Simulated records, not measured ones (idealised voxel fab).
Process module under the name voxel transistor to metal
We display cut, a cross-section 215 nm in width whose square cells are each 5 nm.
Format of a cross-section: grid, square cells. Given as bands. Order: top down. Band: one or more rows of cells. For a band, the entry starts with two heights in nm, that of the top and then that of the bottom, and carries on with the band's materials in order from left to right, each alongside its width in nm; the word "all across" beside a single material means it fills the band edge to edge, and "empty" means empty space. Heights are measured from 0, the level below which the as-received wafer is all one material; the lowest band has no bottom and continues downward, written as in "0 down". A two-number width, for instance "30->40", indicates that the width is equal to the first number in the top row of the band and to the second number in the bottom row, and that it changes by a constant amount per row of cells. "nothing got changed" for a step: no cell of the cross-section changed in that step. "Entrapped voids" contains a list of empty spaces, each no smaller than 8 cells and without an open way to the top, written in the form width x height at distance with the distance from the left edge and all three in nm. Step line, after settings: the simulator's comment on this step. When a step includes a mask, the "overlay nm" setting on its line states how far to the right of its planned place that mask lay, and negative values state how far to the left.

## Process steps (planned)
1) RECEIVE (material Si)
2) OXIDIZE (depth nm 5)
3) CONFORMAL_DEP (material SiN; thk nm 15)
4) DIRECTIONAL_DEP (material aC; thk nm 10)
5) PATTERN (tone cover; mask id ACTIVE; material resist; width nm 115; thk nm 25; overlay nm 0)
6) DIRECTIONAL_ETCH (etch materials aC; depth nm 10)
7) STRIP (etch materials resist)
8) DIRECTIONAL_ETCH (etch materials SiN; depth nm 15)
9) DIRECTIONAL_ETCH (etch materials SiO2; depth nm 5)
10) DIRECTIONAL_ETCH (etch materials Si; depth nm 25)
11) STRIP (etch materials aC)
12) OXIDIZE (depth nm 5)
13) FILL_DEP (material SiO2; thk nm 15)
14) CMP (height nm 15)
15) SELECTIVE_ETCH (etch materials SiO2; depth nm 15)
16) STRIP (etch materials SiN)
17) SELECTIVE_ETCH (etch materials SiO2; depth nm 5)
18) OXIDIZE (depth nm 5)
19) DIRECTIONAL_DEP (material polySi; thk nm 20)
20) DIRECTIONAL_DEP (material SiCN; thk nm 10)
21) PATTERN (tone cover; mask id GATE; material resist; width nm 25; thk nm 20; overlay nm 0)
22) DIRECTIONAL_ETCH (etch materials SiCN; depth nm 20)
23) DIRECTIONAL_ETCH (etch materials polySi; depth nm 30)
24) STRIP (etch materials resist)
25) CONFORMAL_DEP (material SiN; thk nm 5)
26) DIRECTIONAL_ETCH (etch materials SiN; depth nm 5)
27) DIRECTIONAL_ETCH (etch materials SiO2; depth nm 5)
28) DIRECTIONAL_ETCH (etch materials Si; depth nm 15)
29) EPI (material SiGe; thk nm 15)
30) FILL_DEP (material SiO2; thk nm 10)
31) CMP (height nm 15)
32) STRIP (etch materials polySi)
33) SELECTIVE_ETCH (etch materials SiO2; depth nm 5)
34) CONFORMAL_DEP (material HfO2; thk nm 5)
35) CONFORMAL_DEP (material TiN; thk nm 5)
36) FILL_DEP (material W; thk nm 10)
37) CMP (height nm 10)
38) DIRECTIONAL_DEP (material SiO2; thk nm 15)
39) PATTERN (tone open; mask id CONTACT; material resist; width nm 20; pitch nm 85; thk nm 20; overlay nm 0)
40) DIRECTIONAL_ETCH (etch materials SiO2; depth nm 35)
41) STRIP (etch materials resist)
42) CONFORMAL_DEP (material TiN; thk nm 5)
43) FILL_DEP (material W; thk nm 10)
44) CMP (height nm 25)
45) DIRECTIONAL_DEP (material TiN; thk nm 5)
46) DIRECTIONAL_DEP (material Ru; thk nm 15)
47) PATTERN (tone cover; mask id METAL_1; material resist; width nm 20; pitch nm 85; thk nm 20; overlay nm 0)
48) DIRECTIONAL_ETCH (etch materials Ru; depth nm 15)
49) DIRECTIONAL_ETCH (etch materials TiN; depth nm 5)
50) STRIP (etch materials resist)
51) CONFORMAL_DEP (material SiCN; thk nm 5)
52) FILL_DEP (material lowk; thk nm 10)
53) CMP (height nm 45)
54) CONFORMAL_DEP (material SiCN; thk nm 5)

## First wafer out of two, processed as planned

## Here's what the wafer looked like in cross-section when it arrived - that's after step 1
  0 down | Si all across
  Entrapped voids: none

## Cross-section of the wafer subsequent to step 2
  0 to -5 | SiO2 all across
  Beneath the level -5, the cross-section is identical to its previous state.

## Cross-section of the wafer subsequent to step 3
  15 to 0 | SiN all across
  Beneath the level 0, the cross-section is identical to its previous state.

## Cross-section of the wafer subsequent to step 4
  25 to 15 | aC all across
  Beneath the level 15, the cross-section is identical to its previous state.

## Cross-section of the wafer subsequent to step 5
  50 to 25 | 50 empty, then 115 resist, then 50 empty
  Beneath the level 25, the cross-section is identical to its previous state.

## Cross-section of the wafer subsequent to step 6
  40 to 25 | 50 empty, then 115 resist, then 50 empty
  25 to 15 | 50 empty, then 115 aC, then 50 empty
  Beneath the level 15, the cross-section is identical to its previous state.

## Cross-section of the wafer subsequent to step 7
  25 to 15 | 50 empty, then 115 aC, then 50 empty
  Beneath the level 15, the cross-section is identical to its previous state.

## Cross-section of the wafer subsequent to step 8
  25 to 15 | 50 empty, then 115 aC, then 50 empty
  15 to 0 | 50 empty, then 115 SiN, then 50 empty
  Beneath the level 0, the cross-section is identical to its previous state.

## Cross-section of the wafer subsequent to step 9
  25 to 15 | 50 empty, then 115 aC, then 50 empty
  15 to 0 | 50 empty, then 115 SiN, then 50 empty
  0 to -5 | 50 empty, then 115 SiO2, then 50 empty
  Beneath the level -5, the cross-section is identical to its previous state.

## Cross-section of the wafer subsequent to step 10
  25 to 15 | 50 empty, then 115 aC, then 50 empty
  15 to 0 | 50 empty, then 115 SiN, then 50 empty
  0 to -5 | 50 empty, then 115 SiO2, then 50 empty
  -5 to -30 | 50 empty, then 115 Si, then 50 empty
  Beneath the level -30, the cross-section is identical to its previous state.

## Cross-section of the wafer subsequent to step 11
  15 to 0 | 50 empty, then 115 SiN, then 50 empty
  Beneath the level 0, the cross-section is identical to its previous state.

## Cross-section of the wafer subsequent to step 12
  15 to 0 | 50 empty, then 115 SiN, then 50 empty
  0 to -5 | 50 empty, then 115 SiO2, then 50 empty
  -5 to -30 | 50 empty, then 5 SiO2, then 105 Si, then 5 SiO2, then 50 empty
  -30 to -35 | 55 SiO2, then 105 Si, then 55 SiO2
  Beneath the level -35, the cross-section is identical to its previous state.

## Cross-section of the wafer subsequent to step 13
  30 to 15 | SiO2 all across
  15 to 0 | 50 SiO2, then 115 SiN, then 50 SiO2
  0 to -5 | SiO2 all across
  -5 to -35 | 55 SiO2, then 105 Si, then 55 SiO2
  Beneath the level -35, the cross-section is identical to its previous state.

## Cross-section of the wafer subsequent to step 14
  15 to 0 | 50 SiO2, then 115 SiN, then 50 SiO2
  Beneath the level 0, the cross-section is identical to its previous state.

## Cross-section of the wafer subsequent to step 15
  15 to 0 | 50 empty, then 115 SiN, then 50 empty
  Beneath the level 0, the cross-section is identical to its previous state.

## Cross-section of the wafer subsequent to step 16
  0 to -5 | SiO2 all across
  Beneath the level -5, the cross-section is identical to its previous state.

## Cross-section of the wafer subsequent to step 17
  -5 to -35 | 55 SiO2, then 105 Si, then 55 SiO2
  Beneath the level -35, the cross-section is identical to its previous state.

## Cross-section of the wafer subsequent to step 18
  -5 to -10 | SiO2 all across
  Beneath the level -10, the cross-section is identical to its previous state.

## Cross-section of the wafer subsequent to step 19
  15 to -5 | polySi all across
  Beneath the level -5, the cross-section is identical to its previous state.

## Cross-section of the wafer subsequent to step 20
  25 to 15 | SiCN all across
  Beneath the level 15, the cross-section is identical to its previous state.

## Cross-section of the wafer subsequent to step 21
  45 to 25 | 95 empty, then 25 resist, then 95 empty
  Beneath the level 25, the cross-section is identical to its previous state.

## Cross-section of the wafer subsequent to step 22
  45 to 25 | 95 empty, then 25 resist, then 95 empty
  25 to 15 | 95 empty, then 25 SiCN, then 95 empty
  Beneath the level 15, the cross-section is identical to its previous state.

## Cross-section of the wafer subsequent to step 23
  45 to 25 | 95 empty, then 25 resist, then 95 empty
  25 to 15 | 95 empty, then 25 SiCN, then 95 empty
  15 to -5 | 95 empty, then 25 polySi, then 95 empty
  Beneath the level -5, the cross-section is identical to its previous state.

## Cross-section of the wafer subsequent to step 24
  25 to 15 | 95 empty, then 25 SiCN, then 95 empty
  Beneath the level 15, the cross-section is identical to its previous state.

## Cross-section of the wafer subsequent to step 25
  30 to 25 | 90 empty, then 35 SiN, then 90 empty
  25 to 15 | 90 empty, then 5 SiN, then 25 SiCN, then 5 SiN, then 90 empty
  15 to 0 | 90 empty, then 5 SiN, then 25 polySi, then 5 SiN, then 90 empty
  0 to -5 | 95 SiN, then 25 polySi, then 95 SiN
  Beneath the level -5, the cross-section is identical to its previous state.

## Cross-section of the wafer subsequent to step 26
  25 to 15 | 90 empty, then 5 SiN, then 25 SiCN, then 5 SiN, then 90 empty
  15 to -5 | 90 empty, then 5 SiN, then 25 polySi, then 5 SiN, then 90 empty
  Beneath the level -5, the cross-section is identical to its previous state.

## Cross-section of the wafer subsequent to step 27
  25 to 15 | 90 empty, then 5 SiN, then 25 SiCN, then 5 SiN, then 90 empty
  15 to -5 | 90 empty, then 5 SiN, then 25 polySi, then 5 SiN, then 90 empty
  -5 to -10 | 90 empty, then 35 SiO2, then 90 empty
  Beneath the level -10, the cross-section is identical to its previous state.

## Cross-section of the wafer subsequent to step 28
  25 to 15 | 90 empty, then 5 SiN, then 25 SiCN, then 5 SiN, then 90 empty
  15 to -5 | 90 empty, then 5 SiN, then 25 polySi, then 5 SiN, then 90 empty
  -5 to -10 | 90 empty, then 35 SiO2, then 90 empty
  -10 to -25 | 55 SiO2, then 35 empty, then 35 Si, then 35 empty, then 55 SiO2
  Beneath the level -25, the cross-section is identical to its previous state.

## Cross-section of the wafer subsequent to step 29
  25 to 15 | 90 empty, then 5 SiN, then 25 SiCN, then 5 SiN, then 90 empty
  15 to 5 | 90 empty, then 5 SiN, then 25 polySi, then 5 SiN, then 90 empty
  5 to -5 | 75 empty, then 15 SiGe, then 5 SiN, then 25 polySi, then 5 SiN, then 15 SiGe, then 75 empty
  -5 to -10 | 75 empty, then 15 SiGe, then 35 SiO2, then 15 SiGe, then 75 empty
  -10 to -25 | 55 SiO2, then 35 SiGe, then 35 Si, then 35 SiGe, then 55 SiO2
  Beneath the level -25, the cross-section is identical to its previous state.

## Cross-section of the wafer subsequent to step 30
  35 to 25 | SiO2 all across
  25 to 15 | 90 SiO2, then 5 SiN, then 25 SiCN, then 5 SiN, then 90 SiO2
  15 to 5 | 90 SiO2, then 5 SiN, then 25 polySi, then 5 SiN, then 90 SiO2
  5 to -5 | 75 SiO2, then 15 SiGe, then 5 SiN, then 25 polySi, then 5 SiN, then 15 SiGe, then 75 SiO2
  -5 to -10 | 75 SiO2, then 15 SiGe, then 35 SiO2, then 15 SiGe, then 75 SiO2
  Beneath the level -10, the cross-section is identical to its previous state.

## Cross-section of the wafer subsequent to step 31
  15 to 5 | 90 SiO2, then 5 SiN, then 25 polySi, then 5 SiN, then 90 SiO2
  Beneath the level 5, the cross-section is identical to its previous state.

## Cross-section of the wafer subsequent to step 32
  15 to 5 | 90 SiO2, then 5 SiN, then 25 empty, then 5 SiN, then 90 SiO2
  5 to -5 | 75 SiO2, then 15 SiGe, then 5 SiN, then 25 empty, then 5 SiN, then 15 SiGe, then 75 SiO2
  Beneath the level -5, the cross-section is identical to its previous state.

## Cross-section of the wafer subsequent to step 33
  15 to 10 | 90 empty, then 5 SiN, then 25 empty, then 5 SiN, then 90 empty
  10 to 5 | 90 SiO2, then 5 SiN, then 25 empty, then 5 SiN, then 90 SiO2
  5 to -5 | 75 SiO2, then 15 SiGe, then 5 SiN, then 25 empty, then 5 SiN, then 15 SiGe, then 75 SiO2
  -5 to -10 | 75 SiO2, then 15 SiGe, then 35 empty, then 15 SiGe, then 75 SiO2
  Beneath the level -10, the cross-section is identical to its previous state.

## Cross-section of the wafer subsequent to step 34
  20 to 15 | 85 empty, then 15 HfO2, then 15 empty, then 15 HfO2, then 85 empty
  15 to 10 | 90 HfO2, then 5 SiN, then 5 HfO2, then 15 empty, then 5 HfO2, then 5 SiN, then 90 HfO2
  10 to 5 | 90 SiO2, then 5 SiN, then 5 HfO2, then 15 empty, then 5 HfO2, then 5 SiN, then 90 SiO2
  5 to -5 | 75 SiO2, then 15 SiGe, then 5 SiN, then 5 HfO2, then 15 empty, then 5 HfO2, then 5 SiN, then 15 SiGe, then 75 SiO2
  -5 to -10 | 75 SiO2, then 15 SiGe, then 35 HfO2, then 15 SiGe, then 75 SiO2
  Beneath the level -10, the cross-section is identical to its previous state.

## Cross-section of the wafer subsequent to step 35
  25 to 20 | 80 empty, then 25 TiN, then 5 empty, then 25 TiN, then 80 empty
  20 to 15 | 85 TiN, then 15 HfO2, then 5 TiN, then 5 empty, then 5 TiN, then 15 HfO2, then 85 TiN
  15 to 10 | 90 HfO2, then 5 SiN, then 5 HfO2, then 5 TiN, then 5 empty, then 5 TiN, then 5 HfO2, then 5 SiN, then 90 HfO2
  10 to 5 | 90 SiO2, then 5 SiN, then 5 HfO2, then 5 TiN, then 5 empty, then 5 TiN, then 5 HfO2, then 5 SiN, then 90 SiO2
  5 to 0 | 75 SiO2, then 15 SiGe, then 5 SiN, then 5 HfO2, then 5 TiN, then 5 empty, then 5 TiN, then 5 HfO2, then 5 SiN, then 15 SiGe, then 75 SiO2
  0 to -5 | 75 SiO2, then 15 SiGe, then 5 SiN, then 5 HfO2, then 15 TiN, then 5 HfO2, then 5 SiN, then 15 SiGe, then 75 SiO2
  Beneath the level -5, the cross-section is identical to its previous state.

## Cross-section of the wafer subsequent to step 36
  35 to 25 | W all across
  25 to 20 | 80 W, then 25 TiN, then 5 W, then 25 TiN, then 80 W
  20 to 15 | 85 TiN, then 15 HfO2, then 5 TiN, then 5 W, then 5 TiN, then 15 HfO2, then 85 TiN
  15 to 10 | 90 HfO2, then 5 SiN, then 5 HfO2, then 5 TiN, then 5 W, then 5 TiN, then 5 HfO2, then 5 SiN, then 90 HfO2
  10 to 5 | 90 SiO2, then 5 SiN, then 5 HfO2, then 5 TiN, then 5 W, then 5 TiN, then 5 HfO2, then 5 SiN, then 90 SiO2
  5 to 0 | 75 SiO2, then 15 SiGe, then 5 SiN, then 5 HfO2, then 5 TiN, then 5 W, then 5 TiN, then 5 HfO2, then 5 SiN, then 15 SiGe, then 75 SiO2
  Beneath the level 0, the cross-section is identical to its previous state.

## Cross-section of the wafer subsequent to step 37
  10 to 5 | 90 SiO2, then 5 SiN, then 5 HfO2, then 5 TiN, then 5 W, then 5 TiN, then 5 HfO2, then 5 SiN, then 90 SiO2
  Beneath the level 5, the cross-section is identical to its previous state.

## Cross-section of the wafer subsequent to step 38
  25 to 10 | SiO2 all across
  Beneath the level 10, the cross-section is identical to its previous state.

## Cross-section of the wafer subsequent to step 39
  45 to 25 | 55 resist, then 20 empty, then 65 resist, then 20 empty, then 55 resist
  Beneath the level 25, the cross-section is identical to its previous state.

## Cross-section of the wafer subsequent to step 40
  45 to 25 | 55 resist, then 20 empty, then 65 resist, then 20 empty, then 55 resist
  25 to 10 | 55 SiO2, then 20 empty, then 65 SiO2, then 20 empty, then 55 SiO2
  10 to 5 | 55 SiO2, then 20 empty, then 15 SiO2, then 5 SiN, then 5 HfO2, then 5 TiN, then 5 W, then 5 TiN, then 5 HfO2, then 5 SiN, then 15 SiO2, then 20 empty, then 55 SiO2
  5 to 0 | 55 SiO2, then 20 empty, then 15 SiGe, then 5 SiN, then 5 HfO2, then 5 TiN, then 5 W, then 5 TiN, then 5 HfO2, then 5 SiN, then 15 SiGe, then 20 empty, then 55 SiO2
  0 to -5 | 55 SiO2, then 20 empty, then 15 SiGe, then 5 SiN, then 5 HfO2, then 15 TiN, then 5 HfO2, then 5 SiN, then 15 SiGe, then 20 empty, then 55 SiO2
  -5 to -10 | 55 SiO2, then 20 empty, then 15 SiGe, then 35 HfO2, then 15 SiGe, then 20 empty, then 55 SiO2
  Beneath the level -10, the cross-section is identical to its previous state.

## Cross-section of the wafer subsequent to step 41
  25 to 10 | 55 SiO2, then 20 empty, then 65 SiO2, then 20 empty, then 55 SiO2
  Beneath the level 10, the cross-section is identical to its previous state.

## Cross-section of the wafer subsequent to step 42
  30 to 25 | 60 TiN, then 10 empty, then 75 TiN, then 10 empty, then 60 TiN
  25 to 10 | 55 SiO2, then 5 TiN, then 10 empty, then 5 TiN, then 65 SiO2, then 5 TiN, then 10 empty, then 5 TiN, then 55 SiO2
  10 to 5 | 55 SiO2, then 5 TiN, then 10 empty, then 5 TiN, then 15 SiO2, then 5 SiN, then 5 HfO2, then 5 TiN, then 5 W, then 5 TiN, then 5 HfO2, then 5 SiN, then 15 SiO2, then 5 TiN, then 10 empty, then 5 TiN, then 55 SiO2
  5 to 0 | 55 SiO2, then 5 TiN, then 10 empty, then 5 TiN, then 15 SiGe, then 5 SiN, then 5 HfO2, then 5 TiN, then 5 W, then 5 TiN, then 5 HfO2, then 5 SiN, then 15 SiGe, then 5 TiN, then 10 empty, then 5 TiN, then 55 SiO2
  0 to -5 | 55 SiO2, then 5 TiN, then 10 empty, then 5 TiN, then 15 SiGe, then 5 SiN, then 5 HfO2, then 15 TiN, then 5 HfO2, then 5 SiN, then 15 SiGe, then 5 TiN, then 10 empty, then 5 TiN, then 55 SiO2
  -5 to -10 | 55 SiO2, then 20 TiN, then 15 SiGe, then 35 HfO2, then 15 SiGe, then 20 TiN, then 55 SiO2
  Beneath the level -10, the cross-section is identical to its previous state.

## Cross-section of the wafer subsequent to step 43
  40 to 30 | W all across
  30 to 25 | 60 TiN, then 10 W, then 75 TiN, then 10 W, then 60 TiN
  25 to 10 | 55 SiO2, then 5 TiN, then 10 W, then 5 TiN, then 65 SiO2, then 5 TiN, then 10 W, then 5 TiN, then 55 SiO2
  10 to 5 | 55 SiO2, then 5 TiN, then 10 W, then 5 TiN, then 15 SiO2, then 5 SiN, then 5 HfO2, then 5 TiN, then 5 W, then 5 TiN, then 5 HfO2, then 5 SiN, then 15 SiO2, then 5 TiN, then 10 W, then 5 TiN, then 55 SiO2
  5 to 0 | 55 SiO2, then 5 TiN, then 10 W, then 5 TiN, then 15 SiGe, then 5 SiN, then 5 HfO2, then 5 TiN, then 5 W, then 5 TiN, then 5 HfO2, then 5 SiN, then 15 SiGe, then 5 TiN, then 10 W, then 5 TiN, then 55 SiO2
  0 to -5 | 55 SiO2, then 5 TiN, then 10 W, then 5 TiN, then 15 SiGe, then 5 SiN, then 5 HfO2, then 15 TiN, then 5 HfO2, then 5 SiN, then 15 SiGe, then 5 TiN, then 10 W, then 5 TiN, then 55 SiO2
  Beneath the level -5, the cross-section is identical to its previous state.

## Cross-section of the wafer subsequent to step 44
  25 to 10 | 55 SiO2, then 5 TiN, then 10 W, then 5 TiN, then 65 SiO2, then 5 TiN, then 10 W, then 5 TiN, then 55 SiO2
  Beneath the level 10, the cross-section is identical to its previous state.

## Cross-section of the wafer subsequent to step 45
  30 to 25 | TiN all across
  Beneath the level 25, the cross-section is identical to its previous state.

## Cross-section of the wafer subsequent to step 46
  45 to 30 | Ru all across
  Beneath the level 30, the cross-section is identical to its previous state.

## Cross-section of the wafer subsequent to step 47
  65 to 45 | 55 empty, then 20 resist, then 65 empty, then 20 resist, then 55 empty
  Beneath the level 45, the cross-section is identical to its previous state.

## Cross-section of the wafer subsequent to step 48
  65 to 45 | 55 empty, then 20 resist, then 65 empty, then 20 resist, then 55 empty
  45 to 30 | 55 empty, then 20 Ru, then 65 empty, then 20 Ru, then 55 empty
  Beneath the level 30, the cross-section is identical to its previous state.

## Cross-section of the wafer subsequent to step 49
  65 to 45 | 55 empty, then 20 resist, then 65 empty, then 20 resist, then 55 empty
  45 to 30 | 55 empty, then 20 Ru, then 65 empty, then 20 Ru, then 55 empty
  30 to 25 | 55 empty, then 20 TiN, then 65 empty, then 20 TiN, then 55 empty
  Beneath the level 25, the cross-section is identical to its previous state.

## Cross-section of the wafer subsequent to step 50
  45 to 30 | 55 empty, then 20 Ru, then 65 empty, then 20 Ru, then 55 empty
  Beneath the level 30, the cross-section is identical to its previous state.

## Cross-section of the wafer subsequent to step 51
  50 to 45 | 50 empty, then 30 SiCN, then 55 empty, then 30 SiCN, then 50 empty
  45 to 30 | 50 empty, then 5 SiCN, then 20 Ru, then 5 SiCN, then 55 empty, then 5 SiCN, then 20 Ru, then 5 SiCN, then 50 empty
  30 to 25 | 55 SiCN, then 20 TiN, then 65 SiCN, then 20 TiN, then 55 SiCN
  Beneath the level 25, the cross-section is identical to its previous state.

## Cross-section of the wafer subsequent to step 52
  60 to 50 | lowk all across
  50 to 45 | 50 lowk, then 30 SiCN, then 55 lowk, then 30 SiCN, then 50 lowk
  45 to 30 | 50 lowk, then 5 SiCN, then 20 Ru, then 5 SiCN, then 55 lowk, then 5 SiCN, then 20 Ru, then 5 SiCN, then 50 lowk
  Beneath the level 30, the cross-section is identical to its previous state.

## Cross-section of the wafer subsequent to step 53
  45 to 30 | 50 lowk, then 5 SiCN, then 20 Ru, then 5 SiCN, then 55 lowk, then 5 SiCN, then 20 Ru, then 5 SiCN, then 50 lowk
  Beneath the level 30, the cross-section is identical to its previous state.

## Cross-section of the wafer subsequent to step 54
  50 to 45 | SiCN all across
  Beneath the level 45, the cross-section is identical to its previous state.

## What follows concerns the second wafer, which started out like the first and was meant to follow the very same plan; one mistake crept in when it was run, but everything up to and including step 43 is the same as for the first wafer

## Here is the second wafer in cross-section at the point where step 44 of the plan should have been done
  20 to 10 | 55 SiO2, then 5 TiN, then 10 W, then 5 TiN, then 65 SiO2, then 5 TiN, then 10 W, then 5 TiN, then 55 SiO2
  Beneath the level 10, the cross-section is identical to its previous state.

## Here is the second wafer in cross-section at the point where step 45 of the plan should have been done
  25 to 20 | TiN all across
  Beneath the level 20, the cross-section is identical to its previous state.

## Here is the second wafer in cross-section at the point where step 46 of the plan should have been done
  40 to 25 | Ru all across
  Beneath the level 25, the cross-section is identical to its previous state.

## Here is the second wafer in cross-section at the point where step 47 of the plan should have been done
  60 to 40 | 55 empty, then 20 resist, then 65 empty, then 20 resist, then 55 empty
  Beneath the level 40, the cross-section is identical to its previous state.

## Here is the second wafer in cross-section at the point where step 48 of the plan should have been done
  60 to 40 | 55 empty, then 20 resist, then 65 empty, then 20 resist, then 55 empty
  40 to 25 | 55 empty, then 20 Ru, then 65 empty, then 20 Ru, then 55 empty
  Beneath the level 25, the cross-section is identical to its previous state.

## Here is the second wafer in cross-section at the point where step 49 of the plan should have been done
  60 to 40 | 55 empty, then 20 resist, then 65 empty, then 20 resist, then 55 empty
  40 to 25 | 55 empty, then 20 Ru, then 65 empty, then 20 Ru, then 55 empty
  25 to 20 | 55 empty, then 20 TiN, then 65 empty, then 20 TiN, then 55 empty
  Beneath the level 20, the cross-section is identical to its previous state.

## Here is the second wafer in cross-section at the point where step 50 of the plan should have been done
  40 to 25 | 55 empty, then 20 Ru, then 65 empty, then 20 Ru, then 55 empty
  Beneath the level 25, the cross-section is identical to its previous state.

## Here is the second wafer in cross-section at the point where step 51 of the plan should have been done
  45 to 40 | 50 empty, then 30 SiCN, then 55 empty, then 30 SiCN, then 50 empty
  40 to 25 | 50 empty, then 5 SiCN, then 20 Ru, then 5 SiCN, then 55 empty, then 5 SiCN, then 20 Ru, then 5 SiCN, then 50 empty
  25 to 20 | 55 SiCN, then 20 TiN, then 65 SiCN, then 20 TiN, then 55 SiCN
  Beneath the level 20, the cross-section is identical to its previous state.

## Here is the second wafer in cross-section at the point where step 52 of the plan should have been done
  55 to 45 | lowk all across
  45 to 40 | 50 lowk, then 30 SiCN, then 55 lowk, then 30 SiCN, then 50 lowk
  40 to 25 | 50 lowk, then 5 SiCN, then 20 Ru, then 5 SiCN, then 55 lowk, then 5 SiCN, then 20 Ru, then 5 SiCN, then 50 lowk
  Beneath the level 25, the cross-section is identical to its previous state.

## Here is the second wafer in cross-section at the point where step 53 of the plan should have been done
  45 to 40 | 50 lowk, then 30 SiCN, then 55 lowk, then 30 SiCN, then 50 lowk
  Beneath the level 40, the cross-section is identical to its previous state.

## Here is the second wafer in cross-section at the point where step 54 of the plan should have been done
  50 to 45 | SiCN all across
  Beneath the level 45, the cross-section is identical to its previous state.
What was the processing mistake? heads up, step 44 didn't go per plan, it actually ran as CMP (height nm 20)
The closing comparison, in cells, has the second wafer with more or fewer of some materials than the first: SiCN +12; SiO2 -35; TiN -4; W -4; lowk +31
